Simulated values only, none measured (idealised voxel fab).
Name of the process module below: voxel fin reveal
285 nm wide, 5 nm square cells: that's cross-section cut.
Cross-sections here: square-cell grids, written as top-down lists of bands, a band being one or more rows of cells. Read a band's entry like this: the first values are the height of its top and the height of its bottom in nm, and what follows is the sequence of materials from left to right, each with its width in nm. Note that "empty" is empty space, and that a single material marked "edge to edge" reaches across the band from edge to edge. Below 0: as-received wafer, all one material; heights counted from there. Lowest band: no bottom, goes on down, written "0 down". Quick explanation for "30 to 40": the width changes in equal steps down the rows of cells, from the first number in the band's top row to the second number in its bottom row. When a step is marked "everything unchanged", none of the cells in the cross-section changed during that step. "Fully sealed cavities": sealed empty spaces, 8 cells or more, no open way to top, listed width x height at distance, with distance from the left edge and width, height and distance in nm. Anything after a step's settings on that line? It's the simulator's own note about the step. The optional step-line setting "overlay nm" applies to steps with a mask and quantifies how far to the right of its planned location the mask lay, a negative value indicating leftward placement.

-- These are the steps we planned for the process
1 RECEIVE (material Si)
2 CONFORMAL_DEP (material SiN; thk nm 10)
3 MASKED_ETCH (tone cover; mask id FINS; width nm 15; pitch nm 40; etch materials SiN; depth nm 10; overlay nm 0)
4 MASKED_ETCH (tone cover; mask id FINS; width nm 15; pitch nm 40; etch materials Si; depth nm 35; overlay nm 0)
5 FILL_DEP (material SiO2; thk nm 10)
6 CMP (height nm 10)
7 SELECTIVE_ETCH (etch materials SiO2; depth nm 20)
8 STRIP (etch materials SiN)
9 CONFORMAL_DEP (material SiO2; thk nm 5)

-- The first wafer of two, processed as planned

-- Incoming wafer in cross-section (state: after step 1)
  0 down  Si edge to edge
  Fully sealed cavities: none

-- Wafer xsec, post step 2
  10 to 0  SiN edge to edge
  Below a height of 0, the structure has not been altered.

-- Wafer xsec, post step 3
  10 to 0  95 of empty, then 15 of SiN, then 25 of empty, then 15 of SiN, then 25 of empty, then 15 of SiN, then 95 of empty
  Below a height of 0, the structure has not been altered.

-- Wafer xsec, post step 4
  10 to 0  95 of empty, then 15 of SiN, then 25 of empty, then 15 of SiN, then 25 of empty, then 15 of SiN, then 95 of empty
  0 to -35  95 of empty, then 15 of Si, then 25 of empty, then 15 of Si, then 25 of empty, then 15 of Si, then 95 of empty
  Below a height of -35, the structure has not been altered.

-- Wafer xsec, post step 5
  20 to 10  SiO2 edge to edge
  10 to 0  95 of SiO2, then 15 of SiN, then 25 of SiO2, then 15 of SiN, then 25 of SiO2, then 15 of SiN, then 95 of SiO2
  0 to -35  95 of SiO2, then 15 of Si, then 25 of SiO2, then 15 of Si, then 25 of SiO2, then 15 of Si, then 95 of SiO2
  Below a height of -35, the structure has not been altered.

-- Wafer xsec, post step 6
  10 to 0  95 of SiO2, then 15 of SiN, then 25 of SiO2, then 15 of SiN, then 25 of SiO2, then 15 of SiN, then 95 of SiO2
  Below a height of 0, the structure has not been altered.

-- Wafer xsec, post step 7
  10 to 0  95 of empty, then 15 of SiN, then 25 of empty, then 15 of SiN, then 25 of empty, then 15 of SiN, then 95 of empty
  0 to -10  95 of empty, then 15 of Si, then 25 of empty, then 15 of Si, then 25 of empty, then 15 of Si, then 95 of empty
  Below a height of -10, the structure has not been altered.

-- Wafer xsec, post step 8
  0 to -10  95 of empty, then 15 of Si, then 25 of empty, then 15 of Si, then 25 of empty, then 15 of Si, then 95 of empty
  Below a height of -10, the structure has not been altered.

-- Wafer xsec, post step 9
  5 to 0  90 of empty, then 25 of SiO2, then 15 of empty, then 25 of SiO2, then 15 of empty, then 25 of SiO2, then 90 of empty
  0 to -5  90 of empty, then 5 of SiO2, then 15 of Si, then 5 of SiO2, then 15 of empty, then 5 of SiO2, then 15 of Si, then 5 of SiO2, then 15 of empty, then 5 of SiO2, then 15 of Si, then 5 of SiO2, then 90 of empty
  -5 to -35  95 of SiO2, then 15 of Si, then 25 of SiO2, then 15 of Si, then 25 of SiO2, then 15 of Si, then 95 of SiO2
  Below a height of -35, the structure has not been altered.

-- The remaining wafer, second of the two, started like the first and was run to the same plan, except that one mistake was made along the way; the two coincide through step 6, inclusive

-- when step 7 should have ended
  10 to 0  95 of empty, then 15 of SiN, then 25 of empty, then 15 of SiN, then 25 of empty, then 15 of SiN, then 95 of empty
  0 to -30  95 of empty, then 15 of Si, then 25 of empty, then 15 of Si, then 25 of empty, then 15 of Si, then 95 of empty
  Below a height of -30, the structure has not been altered.

-- when step 8 should have ended
  0 to -30  95 of empty, then 15 of Si, then 25 of empty, then 15 of Si, then 25 of empty, then 15 of Si, then 95 of empty
  Below a height of -30, the structure has not been altered.

-- when step 9 should have ended
  5 to 0  90 of empty, then 25 of SiO2, then 15 of empty, then 25 of SiO2, then 15 of empty, then 25 of SiO2, then 90 of empty
  0 to -25  90 of empty, then 5 of SiO2, then 15 of Si, then 5 of SiO2, then 15 of empty, then 5 of SiO2, then 15 of Si, then 5 of SiO2, then 15 of empty, then 5 of SiO2, then 15 of Si, then 5 of SiO2, then 90 of empty
  -25 to -35  95 of SiO2, then 15 of Si, then 25 of SiO2, then 15 of Si, then 25 of SiO2, then 15 of Si, then 95 of SiO2
  Below a height of -35, the structure has not been altered.
What broke from the plan during processing? step 7 of the plan was carried out twice
Materials where the second wafer ends with more or fewer cells than the first: SiO2: 168 fewer
